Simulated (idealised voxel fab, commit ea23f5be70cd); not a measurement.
process module | voxel gate over fins
This is section cut - it's 200 nm across, gridded in 5 nm square cells.
Throughout this document, each cross-section is represented as a grid of square cells and is presented as a sequence of bands enumerated from the top downward, where a band comprises one or more rows of cells.
Top, bottom (nm), then materials left to right with widths (nm); lone material tagged "throughout" fills the whole band edge to edge; "air" = empty space.
Height datum 0, below which the as-received substrate wafer is one material. Lowest band open at the bottom, running downward: "0 down".
Width spec "30..40" -> top row of cells at first value, bottom row at second value, equal per-row change in between.
What does "no modifications" mean for a step? It means no cell of the cross-section changed in that step.
Empty spaces counting at least 8 cells and having no open way to the top are listed in "Entrapped voids". The notation width x height at distance is used for each, the distance being from the left edge and all three values in nm.
Past the settings on a step's line: simulator remark, on that step.
Steps that use a mask can have "overlay nm" on their line. It says how far the mask sat to the right of where it was meant to be. Negative means to the left.
In what follows, pairs of cross-sections are presented, each taken before and after one process step, with the after cross-section shown only down to the lowest band that was altered; the step, together with its settings, is stated below the pair. The pairs may stem from different runs of this module on the same starting wafer; accordingly, a pair should be taken as continuing from the one above it solely where its entry headed "Before this step" indicates as much.

## Before this step
* 0 down = Si throughout
* Entrapped voids: none

## Sectional View, Post-Process
* 10 to 0 = SiN throughout
* Below 0 it's all the same as before, nothing changed down there.
* Entrapped voids: none
Going from the before section above to the after section, the step was op CONFORMAL_DEP | material SiN | thk nm 10

Before this step: The structure entering this step is exactly what the pair just above shows after its step.

## Sectional View, Post-Process
* 25 to 10 = aC throughout
* Below 10 it's all the same as before, nothing changed down there.
* Entrapped voids: none
Going from the before section above to the after section, the step was op DIRECTIONAL_DEP | material aC | thk nm 15

Before this step: The structure entering this step is exactly what the pair just above shows after its step.

## Sectional View, Post-Process
* 60 to 25 = 50 nm air, then 15 nm resist, then 25 nm air, then 15 nm resist, then 25 nm air, then 15 nm resist, then 55 nm air
* Below 25 it's all the same as before, nothing changed down there.
* Entrapped voids: none
Going from the before section above to the after section, the step was op PATTERN | tone cover | mask id FINS | material resist | width nm 15 | pitch nm 40 | thk nm 35 | overlay nm 0

Before this step: The structure entering this step is exactly what the pair just above shows after its step.

## Sectional View, Post-Process
* 45 to 25 = 50 nm air, then 15 nm resist, then 25 nm air, then 15 nm resist, then 25 nm air, then 15 nm resist, then 55 nm air
* 25 to 10 = 50 nm air, then 15 nm aC, then 25 nm air, then 15 nm aC, then 25 nm air, then 15 nm aC, then 55 nm air
* Below 10 it's all the same as before, nothing changed down there.
* Entrapped voids: none
Going from the before section above to the after section, the step was op DIRECTIONAL_ETCH | etch materials aC | depth nm 15

Before this step: The structure entering this step is exactly what the pair just above shows after its step.

## Sectional View, Post-Process
* 25 to 10 = 50 nm air, then 15 nm aC, then 25 nm air, then 15 nm aC, then 25 nm air, then 15 nm aC, then 55 nm air
* Below 10 it's all the same as before, nothing changed down there.
* Entrapped voids: none
Going from the before section above to the after section, the step was op STRIP | etch materials resist

Before this step: The structure entering this step is exactly what the pair just above shows after its step.

## Sectional View, Post-Process
* 25 to 10 = 50 nm air, then 15 nm aC, then 25 nm air, then 15 nm aC, then 25 nm air, then 15 nm aC, then 55 nm air
* 10 to 0 = 50 nm air, then 15 nm SiN, then 25 nm air, then 15 nm SiN, then 25 nm air, then 15 nm SiN, then 55 nm air
* Below 0 it's all the same as before, nothing changed down there.
* Entrapped voids: none
Going from the before section above to the after section, the step was op DIRECTIONAL_ETCH | etch materials SiN | depth nm 10

Before this step: The structure entering this step is exactly what the pair just above shows after its step.

## Sectional View, Post-Process
* 25 to 10 = 50 nm air, then 15 nm aC, then 25 nm air, then 15 nm aC, then 25 nm air, then 15 nm aC, then 55 nm air
* 10 to 0 = 50 nm air, then 15 nm SiN, then 25 nm air, then 15 nm SiN, then 25 nm air, then 15 nm SiN, then 55 nm air
* 0 to -35 = 50 nm air, then 15 nm Si, then 25 nm air, then 15 nm Si, then 25 nm air, then 15 nm Si, then 55 nm air
* Below -35 it's all the same as before, nothing changed down there.
* Entrapped voids: none
Going from the before section above to the after section, the step was op DIRECTIONAL_ETCH | etch materials Si | depth nm 35

Before this step: The structure entering this step is exactly what the pair just above shows after its step.

## Sectional View, Post-Process
* 10 to 0 = 50 nm air, then 15 nm SiN, then 25 nm air, then 15 nm SiN, then 25 nm air, then 15 nm SiN, then 55 nm air
* Below 0 it's all the same as before, nothing changed down there.
* Entrapped voids: none
Going from the before section above to the after section, the step was op STRIP | etch materials aC

Before this step: The structure entering this step is exactly what the pair just above shows after its step.

## Sectional View, Post-Process
* 10 to 0 = 50 nm air, then 15 nm SiN, then 25 nm air, then 15 nm SiN, then 25 nm air, then 15 nm SiN, then 55 nm air
* 0 to -35 = 50 nm air, then 5 nm SiO2, then 5 nm Si, then 5 nm SiO2, then 25 nm air, then 5 nm SiO2, then 5 nm Si, then 5 nm SiO2, then 25 nm air, then 5 nm SiO2, then 5 nm Si, then 5 nm SiO2, then 55 nm air
* -35 to -40 = 55 nm SiO2, then 5 nm Si, then 35 nm SiO2, then 5 nm Si, then 35 nm SiO2, then 5 nm Si, then 60 nm SiO2
* Below -40 it's all the same as before, nothing changed down there.
* Entrapped voids: none
Going from the before section above to the after section, the step was op OXIDIZE | depth nm 5

Before this step: The structure entering this step is exactly what the pair just above shows after its step.

## Sectional View, Post-Process
* 25 to 10 = SiO2 throughout
* 10 to 0 = 50 nm SiO2, then 15 nm SiN, then 25 nm SiO2, then 15 nm SiN, then 25 nm SiO2, then 15 nm SiN, then 55 nm SiO2
* 0 to -40 = 55 nm SiO2, then 5 nm Si, then 35 nm SiO2, then 5 nm Si, then 35 nm SiO2, then 5 nm Si, then 60 nm SiO2
* Below -40 it's all the same as before, nothing changed down there.
* Entrapped voids: none
Going from the before section above to the after section, the step was op FILL_DEP | material SiO2 | thk nm 15

Before this step: The structure entering this step is exactly what the pair just above shows after its step.

## Sectional View, Post-Process
* 10 to 0 = 50 nm SiO2, then 15 nm SiN, then 25 nm SiO2, then 15 nm SiN, then 25 nm SiO2, then 15 nm SiN, then 55 nm SiO2
* Below 0 it's all the same as before, nothing changed down there.
* Entrapped voids: none
Going from the before section above to the after section, the step was op CMP | height nm 10

Before this step: The structure entering this step is exactly what the pair just above shows after its step.

## Sectional View, Post-Process
* 10 to 0 = 50 nm air, then 15 nm SiN, then 25 nm air, then 15 nm SiN, then 25 nm air, then 15 nm SiN, then 55 nm air
* 0 to -15 = 55 nm air, then 5 nm Si, then 35 nm air, then 5 nm Si, then 35 nm air, then 5 nm Si, then 60 nm air
* Below -15 it's all the same as before, nothing changed down there.
* Entrapped voids: none
Going from the before section above to the after section, the step was op SELECTIVE_ETCH | etch materials SiO2 | depth nm 25

Before this step: The structure entering this step is exactly what the pair just above shows after its step.

## Sectional View, Post-Process
* 0 to -15 = 55 nm air, then 5 nm Si, then 35 nm air, then 5 nm Si, then 35 nm air, then 5 nm Si, then 60 nm air
* Below -15 it's all the same as before, nothing changed down there.
* Entrapped voids: none
Going from the before section above to the after section, the step was op STRIP | etch materials SiN

Before this step: The structure entering this step is exactly what the pair just above shows after its step.

## Sectional View, Post-Process
* 5 to 0 = 50 nm air, then 15 nm HfO2, then 25 nm air, then 15 nm HfO2, then 25 nm air, then 15 nm HfO2, then 55 nm air
* 0 to -10 = 50 nm air, then 5 nm HfO2, then 5 nm Si, then 5 nm HfO2, then 25 nm air, then 5 nm HfO2, then 5 nm Si, then 5 nm HfO2, then 25 nm air, then 5 nm HfO2, then 5 nm Si, then 5 nm HfO2, then 55 nm air
* -10 to -15 = 55 nm HfO2, then 5 nm Si, then 35 nm HfO2, then 5 nm Si, then 35 nm HfO2, then 5 nm Si, then 60 nm HfO2
* Below -15 it's all the same as before, nothing changed down there.
* Entrapped voids: none
Going from the before section above to the after section, the step was op CONFORMAL_DEP | material HfO2 | thk nm 5

Before this step: The structure entering this step is exactly what the pair just above shows after its step.

## Sectional View, Post-Process
* 10 to 5 = 45 nm air, then 25 nm TiN, then 15 nm air, then 25 nm TiN, then 15 nm air, then 25 nm TiN, then 50 nm air
* 5 to 0 = 45 nm air, then 5 nm TiN, then 15 nm HfO2, then 5 nm TiN, then 15 nm air, then 5 nm TiN, then 15 nm HfO2, then 5 nm TiN, then 15 nm air, then 5 nm TiN, then 15 nm HfO2, then 5 nm TiN, then 50 nm air
* 0 to -5 = 45 nm air, then 5 nm TiN, then 5 nm HfO2, then 5 nm Si, then 5 nm HfO2, then 5 nm TiN, then 15 nm air, then 5 nm TiN, then 5 nm HfO2, then 5 nm Si, then 5 nm HfO2, then 5 nm TiN, then 15 nm air, then 5 nm TiN, then 5 nm HfO2, then 5 nm Si, then 5 nm HfO2, then 5 nm TiN, then 50 nm air
* -5 to -10 = 50 nm TiN, then 5 nm HfO2, then 5 nm Si, then 5 nm HfO2, then 25 nm TiN, then 5 nm HfO2, then 5 nm Si, then 5 nm HfO2, then 25 nm TiN, then 5 nm HfO2, then 5 nm Si, then 5 nm HfO2, then 55 nm TiN
* Below -10 it's all the same as before, nothing changed down there.
* Entrapped voids: none
Going from the before section above to the after section, the step was op CONFORMAL_DEP | material TiN | thk nm 5

Before this step: The structure entering this step is exactly what the pair just above shows after its step.

## Sectional View, Post-Process
* 15 to 10 = 40 nm air, then 35 nm TiAl, then 5 nm air, then 35 nm TiAl, then 5 nm air, then 35 nm TiAl, then 45 nm air
* 10 to 5 = 40 nm air, then 5 nm TiAl, then 25 nm TiN, then 5 nm TiAl, then 5 nm air, then 5 nm TiAl, then 25 nm TiN, then 5 nm TiAl, then 5 nm air, then 5 nm TiAl, then 25 nm TiN, then 5 nm TiAl, then 45 nm air
* 5 to 0 = 40 nm air, then 5 nm TiAl, then 5 nm TiN, then 15 nm HfO2, then 5 nm TiN, then 5 nm TiAl, then 5 nm air, then 5 nm TiAl, then 5 nm TiN, then 15 nm HfO2, then 5 nm TiN, then 5 nm TiAl, then 5 nm air, then 5 nm TiAl, then 5 nm TiN, then 15 nm HfO2, then 5 nm TiN, then 5 nm TiAl, then 45 nm air
* 0 to -5 = 45 nm TiAl, then 5 nm TiN, then 5 nm HfO2, then 5 nm Si, then 5 nm HfO2, then 5 nm TiN, then 15 nm TiAl, then 5 nm TiN, then 5 nm HfO2, then 5 nm Si, then 5 nm HfO2, then 5 nm TiN, then 15 nm TiAl, then 5 nm TiN, then 5 nm HfO2, then 5 nm Si, then 5 nm HfO2, then 5 nm TiN, then 50 nm TiAl
* Below -5 it's all the same as before, nothing changed down there.
* Entrapped voids: none
Going from the before section above to the after section, the step was op CONFORMAL_DEP | material TiAl | thk nm 5

Before this step: The structure entering this step is exactly what the pair just above shows after its step.

## Sectional View, Post-Process
* 20 to 15 = 35 nm air, then 125 nm TiN, then 40 nm air
* 15 to 10 = 35 nm air, then 5 nm TiN, then 35 nm TiAl, then 5 nm TiN, then 35 nm TiAl, then 5 nm TiN, then 35 nm TiAl, then 5 nm TiN, then 40 nm air
* 10 to 5 = 35 nm air, then 5 nm TiN, then 5 nm TiAl, then 25 nm TiN, then 5 nm TiAl, then 5 nm TiN, then 5 nm TiAl, then 25 nm TiN, then 5 nm TiAl, then 5 nm TiN, then 5 nm TiAl, then 25 nm TiN, then 5 nm TiAl, then 5 nm TiN, then 40 nm air
* 5 to 0 = 40 nm TiN, then 5 nm TiAl, then 5 nm TiN, then 15 nm HfO2, then 5 nm TiN, then 5 nm TiAl, then 5 nm TiN, then 5 nm TiAl, then 5 nm TiN, then 15 nm HfO2, then 5 nm TiN, then 5 nm TiAl, then 5 nm TiN, then 5 nm TiAl, then 5 nm TiN, then 15 nm HfO2, then 5 nm TiN, then 5 nm TiAl, then 45 nm TiN
* Below 0 it's all the same as before, nothing changed down there.
* Entrapped voids: none
Going from the before section above to the after section, the step was op CONFORMAL_DEP | material TiN | thk nm 5

Before this step: The structure entering this step is exactly what the pair just above shows after its step.

## Sectional View, Post-Process
* 30 to 20 = W throughout
* 20 to 15 = 35 nm W, then 125 nm TiN, then 40 nm W
* 15 to 10 = 35 nm W, then 5 nm TiN, then 35 nm TiAl, then 5 nm TiN, then 35 nm TiAl, then 5 nm TiN, then 35 nm TiAl, then 5 nm TiN, then 40 nm W
* 10 to 5 = 35 nm W, then 5 nm TiN, then 5 nm TiAl, then 25 nm TiN, then 5 nm TiAl, then 5 nm TiN, then 5 nm TiAl, then 25 nm TiN, then 5 nm TiAl, then 5 nm TiN, then 5 nm TiAl, then 25 nm TiN, then 5 nm TiAl, then 5 nm TiN, then 40 nm W
* Below 5 it's all the same as before, nothing changed down there.
* Entrapped voids: none
Going from the before section above to the after section, the step was op FILL_DEP | material W | thk nm 10

Before this step: The structure entering this step is exactly what the pair just above shows after its step.

## Sectional View, Post-Process
* 25 to 20 = W throughout
* Below 20 it's all the same as before, nothing changed down there.
* Entrapped voids: none
Going from the before section above to the after section, the step was op CMP | height nm 25

Before this step: The structure entering this step is exactly what the pair just above shows after its step.

## Sectional View, Post-Process
* 30 to 25 = SiCN throughout
* Below 25 it's all the same as before, nothing changed down there.
* Entrapped voids: none
Going from the before section above to the after section, the step was op CONFORMAL_DEP | material SiCN | thk nm 5

## Before this step
* 5 to 0 = 50 nm air, then 15 nm HfO2, then 25 nm air, then 15 nm HfO2, then 25 nm air, then 15 nm HfO2, then 55 nm air
* 0 to -10 = 50 nm air, then 5 nm HfO2, then 5 nm Si, then 5 nm HfO2, then 25 nm air, then 5 nm HfO2, then 5 nm Si, then 5 nm HfO2, then 25 nm air, then 5 nm HfO2, then 5 nm Si, then 5 nm HfO2, then 55 nm air
* -10 to -15 = 55 nm HfO2, then 5 nm Si, then 35 nm HfO2, then 5 nm Si, then 35 nm HfO2, then 5 nm Si, then 60 nm HfO2
* -15 to -40 = 55 nm SiO2, then 5 nm Si, then 35 nm SiO2, then 5 nm Si, then 35 nm SiO2, then 5 nm Si, then 60 nm SiO2
* -40 down = Si throughout
* Entrapped voids: none

## Sectional View, Post-Process
* 10 to 5 = 45 nm air, then 25 nm TiAl, then 15 nm air, then 25 nm TiAl, then 15 nm air, then 25 nm TiAl, then 50 nm air
* 5 to 0 = 45 nm air, then 5 nm TiAl, then 15 nm HfO2, then 5 nm TiAl, then 15 nm air, then 5 nm TiAl, then 15 nm HfO2, then 5 nm TiAl, then 15 nm air, then 5 nm TiAl, then 15 nm HfO2, then 5 nm TiAl, then 50 nm air
* 0 to -5 = 45 nm air, then 5 nm TiAl, then 5 nm HfO2, then 5 nm Si, then 5 nm HfO2, then 5 nm TiAl, then 15 nm air, then 5 nm TiAl, then 5 nm HfO2, then 5 nm Si, then 5 nm HfO2, then 5 nm TiAl, then 15 nm air, then 5 nm TiAl, then 5 nm HfO2, then 5 nm Si, then 5 nm HfO2, then 5 nm TiAl, then 50 nm air
* -5 to -10 = 50 nm TiAl, then 5 nm HfO2, then 5 nm Si, then 5 nm HfO2, then 25 nm TiAl, then 5 nm HfO2, then 5 nm Si, then 5 nm HfO2, then 25 nm TiAl, then 5 nm HfO2, then 5 nm Si, then 5 nm HfO2, then 55 nm TiAl
* Below -10 it's all the same as before, nothing changed down there.
* Entrapped voids: none
Going from the before section above to the after section, the step was op CONFORMAL_DEP | material TiAl | thk nm 5

Before this step: The structure entering this step is exactly what the pair just above shows after its step.

## Sectional View, Post-Process
* 15 to 10 = 40 nm air, then 35 nm TiN, then 5 nm air, then 35 nm TiN, then 5 nm air, then 35 nm TiN, then 45 nm air
* 10 to 5 = 40 nm air, then 5 nm TiN, then 25 nm TiAl, then 5 nm TiN, then 5 nm air, then 5 nm TiN, then 25 nm TiAl, then 5 nm TiN, then 5 nm air, then 5 nm TiN, then 25 nm TiAl, then 5 nm TiN, then 45 nm air
* 5 to 0 = 40 nm air, then 5 nm TiN, then 5 nm TiAl, then 15 nm HfO2, then 5 nm TiAl, then 5 nm TiN, then 5 nm air, then 5 nm TiN, then 5 nm TiAl, then 15 nm HfO2, then 5 nm TiAl, then 5 nm TiN, then 5 nm air, then 5 nm TiN, then 5 nm TiAl, then 15 nm HfO2, then 5 nm TiAl, then 5 nm TiN, then 45 nm air
* 0 to -5 = 45 nm TiN, then 5 nm TiAl, then 5 nm HfO2, then 5 nm Si, then 5 nm HfO2, then 5 nm TiAl, then 15 nm TiN, then 5 nm TiAl, then 5 nm HfO2, then 5 nm Si, then 5 nm HfO2, then 5 nm TiAl, then 15 nm TiN, then 5 nm TiAl, then 5 nm HfO2, then 5 nm Si, then 5 nm HfO2, then 5 nm TiAl, then 50 nm TiN
* Below -5 it's all the same as before, nothing changed down there.
* Entrapped voids: none
Going from the before section above to the after section, the step was op CONFORMAL_DEP | material TiN | thk nm 5

Before this step: The structure entering this step is exactly what the pair just above shows after its step.

## Sectional View, Post-Process
* 25 to 15 = W throughout
* 15 to 10 = 40 nm W, then 35 nm TiN, then 5 nm W, then 35 nm TiN, then 5 nm W, then 35 nm TiN, then 45 nm W
* 10 to 5 = 40 nm W, then 5 nm TiN, then 25 nm TiAl, then 5 nm TiN, then 5 nm W, then 5 nm TiN, then 25 nm TiAl, then 5 nm TiN, then 5 nm W, then 5 nm TiN, then 25 nm TiAl, then 5 nm TiN, then 45 nm W
* 5 to 0 = 40 nm W, then 5 nm TiN, then 5 nm TiAl, then 15 nm HfO2, then 5 nm TiAl, then 5 nm TiN, then 5 nm W, then 5 nm TiN, then 5 nm TiAl, then 15 nm HfO2, then 5 nm TiAl, then 5 nm TiN, then 5 nm W, then 5 nm TiN, then 5 nm TiAl, then 15 nm HfO2, then 5 nm TiAl, then 5 nm TiN, then 45 nm W
* Below 0 it's all the same as before, nothing changed down there.
* Entrapped voids: none
Going from the before section above to the after section, the step was op FILL_DEP | material W | thk nm 10

Before this step: The structure entering this step is exactly what the pair just above shows after its step.

## Sectional View, Post-Process
* 30 to 25 = SiCN throughout
* Below 25 it's all the same as before, nothing changed down there.
* Entrapped voids: none
Going from the before section above to the after section, the step was op CONFORMAL_DEP | material SiCN | thk nm 5

## Before this step
* 10 to 0 = 50 nm air, then 15 nm SiN, then 25 nm air, then 15 nm SiN, then 25 nm air, then 15 nm SiN, then 55 nm air
* 0 to -15 = 55 nm air, then 5 nm Si, then 35 nm air, then 5 nm Si, then 35 nm air, then 5 nm Si, then 60 nm air
* -15 to -40 = 55 nm SiO2, then 5 nm Si, then 35 nm SiO2, then 5 nm Si, then 35 nm SiO2, then 5 nm Si, then 60 nm SiO2
* -40 down = Si throughout
* Entrapped voids: none

## Sectional View, Post-Process
* 10 to 0 = 50 nm air, then 15 nm SiN, then 25 nm air, then 15 nm SiN, then 25 nm air, then 15 nm SiN, then 55 nm air
* 0 to -40 = 55 nm air, then 5 nm Si, then 35 nm air, then 5 nm Si, then 35 nm air, then 5 nm Si, then 60 nm air
* Below -40 it's all the same as before, nothing changed down there.
* Entrapped voids: none
Going from the before section above to the after section, the step was op SELECTIVE_ETCH | etch materials SiO2 | depth nm 25

Before this step: The structure entering this step is exactly what the pair just above shows after its step.

## Sectional View, Post-Process
* 0 to -40 = 55 nm air, then 5 nm Si, then 35 nm air, then 5 nm Si, then 35 nm air, then 5 nm Si, then 60 nm air
* Below -40 it's all the same as before, nothing changed down there.
* Entrapped voids: none
Going from the before section above to the after section, the step was op STRIP | etch materials SiN

Before this step: The structure entering this step is exactly what the pair just above shows after its step.

## Sectional View, Post-Process
* 5 to 0 = 50 nm air, then 15 nm HfO2, then 25 nm air, then 15 nm HfO2, then 25 nm air, then 15 nm HfO2, then 55 nm air
* 0 to -35 = 50 nm air, then 5 nm HfO2, then 5 nm Si, then 5 nm HfO2, then 25 nm air, then 5 nm HfO2, then 5 nm Si, then 5 nm HfO2, then 25 nm air, then 5 nm HfO2, then 5 nm Si, then 5 nm HfO2, then 55 nm air
* -35 to -40 = 55 nm HfO2, then 5 nm Si, then 35 nm HfO2, then 5 nm Si, then 35 nm HfO2, then 5 nm Si, then 60 nm HfO2
* Below -40 it's all the same as before, nothing changed down there.
* Entrapped voids: none
Going from the before section above to the after section, the step was op CONFORMAL_DEP | material HfO2 | thk nm 5

Before this step: The structure entering this step is exactly what the pair just above shows after its step.

## Sectional View, Post-Process
* 10 to 5 = 45 nm air, then 25 nm TiN, then 15 nm air, then 25 nm TiN, then 15 nm air, then 25 nm TiN, then 50 nm air
* 5 to 0 = 45 nm air, then 5 nm TiN, then 15 nm HfO2, then 5 nm TiN, then 15 nm air, then 5 nm TiN, then 15 nm HfO2, then 5 nm TiN, then 15 nm air, then 5 nm TiN, then 15 nm HfO2, then 5 nm TiN, then 50 nm air
* 0 to -30 = 45 nm air, then 5 nm TiN, then 5 nm HfO2, then 5 nm Si, then 5 nm HfO2, then 5 nm TiN, then 15 nm air, then 5 nm TiN, then 5 nm HfO2, then 5 nm Si, then 5 nm HfO2, then 5 nm TiN, then 15 nm air, then 5 nm TiN, then 5 nm HfO2, then 5 nm Si, then 5 nm HfO2, then 5 nm TiN, then 50 nm air
* -30 to -35 = 50 nm TiN, then 5 nm HfO2, then 5 nm Si, then 5 nm HfO2, then 25 nm TiN, then 5 nm HfO2, then 5 nm Si, then 5 nm HfO2, then 25 nm TiN, then 5 nm HfO2, then 5 nm Si, then 5 nm HfO2, then 55 nm TiN
* Below -35 it's all the same as before, nothing changed down there.
* Entrapped voids: none
Going from the before section above to the after section, the step was op CONFORMAL_DEP | material TiN | thk nm 5

Before this step: The structure entering this step is exactly what the pair just above shows after its step.

## Sectional View, Post-Process
* 15 to 10 = 40 nm air, then 35 nm TiAl, then 5 nm air, then 35 nm TiAl, then 5 nm air, then 35 nm TiAl, then 45 nm air
* 10 to 5 = 40 nm air, then 5 nm TiAl, then 25 nm TiN, then 5 nm TiAl, then 5 nm air, then 5 nm TiAl, then 25 nm TiN, then 5 nm TiAl, then 5 nm air, then 5 nm TiAl, then 25 nm TiN, then 5 nm TiAl, then 45 nm air
* 5 to 0 = 40 nm air, then 5 nm TiAl, then 5 nm TiN, then 15 nm HfO2, then 5 nm TiN, then 5 nm TiAl, then 5 nm air, then 5 nm TiAl, then 5 nm TiN, then 15 nm HfO2, then 5 nm TiN, then 5 nm TiAl, then 5 nm air, then 5 nm TiAl, then 5 nm TiN, then 15 nm HfO2, then 5 nm TiN, then 5 nm TiAl, then 45 nm air
* 0 to -25 = 40 nm air, then 5 nm TiAl, then 5 nm TiN, then 5 nm HfO2, then 5 nm Si, then 5 nm HfO2, then 5 nm TiN, then 5 nm TiAl, then 5 nm air, then 5 nm TiAl, then 5 nm TiN, then 5 nm HfO2, then 5 nm Si, then 5 nm HfO2, then 5 nm TiN, then 5 nm TiAl, then 5 nm air, then 5 nm TiAl, then 5 nm TiN, then 5 nm HfO2, then 5 nm Si, then 5 nm HfO2, then 5 nm TiN, then 5 nm TiAl, then 45 nm air
* -25 to -30 = 45 nm TiAl, then 5 nm TiN, then 5 nm HfO2, then 5 nm Si, then 5 nm HfO2, then 5 nm TiN, then 15 nm TiAl, then 5 nm TiN, then 5 nm HfO2, then 5 nm Si, then 5 nm HfO2, then 5 nm TiN, then 15 nm TiAl, then 5 nm TiN, then 5 nm HfO2, then 5 nm Si, then 5 nm HfO2, then 5 nm TiN, then 50 nm TiAl
* Below -30 it's all the same as before, nothing changed down there.
* Entrapped voids: none
Going from the before section above to the after section, the step was op CONFORMAL_DEP | material TiAl | thk nm 5

Before this step: The structure entering this step is exactly what the pair just above shows after its step.

## Sectional View, Post-Process
* 20 to 15 = 35 nm air, then 125 nm TiN, then 40 nm air
* 15 to 10 = 35 nm air, then 5 nm TiN, then 35 nm TiAl, then 5 nm TiN, then 35 nm TiAl, then 5 nm TiN, then 35 nm TiAl, then 5 nm TiN, then 40 nm air
* 10 to 5 = 35 nm air, then 5 nm TiN, then 5 nm TiAl, then 25 nm TiN, then 5 nm TiAl, then 5 nm TiN, then 5 nm TiAl, then 25 nm TiN, then 5 nm TiAl, then 5 nm TiN, then 5 nm TiAl, then 25 nm TiN, then 5 nm TiAl, then 5 nm TiN, then 40 nm air
* 5 to 0 = 35 nm air, then 5 nm TiN, then 5 nm TiAl, then 5 nm TiN, then 15 nm HfO2, then 5 nm TiN, then 5 nm TiAl, then 5 nm TiN, then 5 nm TiAl, then 5 nm TiN, then 15 nm HfO2, then 5 nm TiN, then 5 nm TiAl, then 5 nm TiN, then 5 nm TiAl, then 5 nm TiN, then 15 nm HfO2, then 5 nm TiN, then 5 nm TiAl, then 5 nm TiN, then 40 nm air
* 0 to -20 = 35 nm air, then 5 nm TiN, then 5 nm TiAl, then 5 nm TiN, then 5 nm HfO2, then 5 nm Si, then 5 nm HfO2, then 5 nm TiN, then 5 nm TiAl, then 5 nm TiN, then 5 nm TiAl, then 5 nm TiN, then 5 nm HfO2, then 5 nm Si, then 5 nm HfO2, then 5 nm TiN, then 5 nm TiAl, then 5 nm TiN, then 5 nm TiAl, then 5 nm TiN, then 5 nm HfO2, then 5 nm Si, then 5 nm HfO2, then 5 nm TiN, then 5 nm TiAl, then 5 nm TiN, then 40 nm air
* -20 to -25 = 40 nm TiN, then 5 nm TiAl, then 5 nm TiN, then 5 nm HfO2, then 5 nm Si, then 5 nm HfO2, then 5 nm TiN, then 5 nm TiAl, then 5 nm TiN, then 5 nm TiAl, then 5 nm TiN, then 5 nm HfO2, then 5 nm Si, then 5 nm HfO2, then 5 nm TiN, then 5 nm TiAl, then 5 nm TiN, then 5 nm TiAl, then 5 nm TiN, then 5 nm HfO2, then 5 nm Si, then 5 nm HfO2, then 5 nm TiN, then 5 nm TiAl, then 45 nm TiN
* Below -25 it's all the same as before, nothing changed down there.
* Entrapped voids: none
Going from the before section above to the after section, the step was op CONFORMAL_DEP | material TiN | thk nm 5

Before this step: The structure entering this step is exactly what the pair just above shows after its step.

## Sectional View, Post-Process
* 30 to 20 = W throughout
* 20 to 15 = 35 nm W, then 125 nm TiN, then 40 nm W
* 15 to 10 = 35 nm W, then 5 nm TiN, then 35 nm TiAl, then 5 nm TiN, then 35 nm TiAl, then 5 nm TiN, then 35 nm TiAl, then 5 nm TiN, then 40 nm W
* 10 to 5 = 35 nm W, then 5 nm TiN, then 5 nm TiAl, then 25 nm TiN, then 5 nm TiAl, then 5 nm TiN, then 5 nm TiAl, then 25 nm TiN, then 5 nm TiAl, then 5 nm TiN, then 5 nm TiAl, then 25 nm TiN, then 5 nm TiAl, then 5 nm TiN, then 40 nm W
* 5 to 0 = 35 nm W, then 5 nm TiN, then 5 nm TiAl, then 5 nm TiN, then 15 nm HfO2, then 5 nm TiN, then 5 nm TiAl, then 5 nm TiN, then 5 nm TiAl, then 5 nm TiN, then 15 nm HfO2, then 5 nm TiN, then 5 nm TiAl, then 5 nm TiN, then 5 nm TiAl, then 5 nm TiN, then 15 nm HfO2, then 5 nm TiN, then 5 nm TiAl, then 5 nm TiN, then 40 nm W
* 0 to -20 = 35 nm W, then 5 nm TiN, then 5 nm TiAl, then 5 nm TiN, then 5 nm HfO2, then 5 nm Si, then 5 nm HfO2, then 5 nm TiN, then 5 nm TiAl, then 5 nm TiN, then 5 nm TiAl, then 5 nm TiN, then 5 nm HfO2, then 5 nm Si, then 5 nm HfO2, then 5 nm TiN, then 5 nm TiAl, then 5 nm TiN, then 5 nm TiAl, then 5 nm TiN, then 5 nm HfO2, then 5 nm Si, then 5 nm HfO2, then 5 nm TiN, then 5 nm TiAl, then 5 nm TiN, then 40 nm W
* Below -20 it's all the same as before, nothing changed down there.
* Entrapped voids: none
Going from the before section above to the after section, the step was op FILL_DEP | material W | thk nm 10

Before this step: The structure entering this step is exactly what the pair just above shows after its step.

## Sectional View, Post-Process
* 25 to 20 = W throughout
* Below 20 it's all the same as before, nothing changed down there.
* Entrapped voids: none
Going from the before section above to the after section, the step was op CMP | height nm 25

Before this step: The structure entering this step is exactly what the pair just above shows after its step.

## Sectional View, Post-Process
* 30 to 25 = SiCN throughout
* Below 25 it's all the same as before, nothing changed down there.
* Entrapped voids: none
Going from the before section above to the after section, the step was op CONFORMAL_DEP | material SiCN | thk nm 5
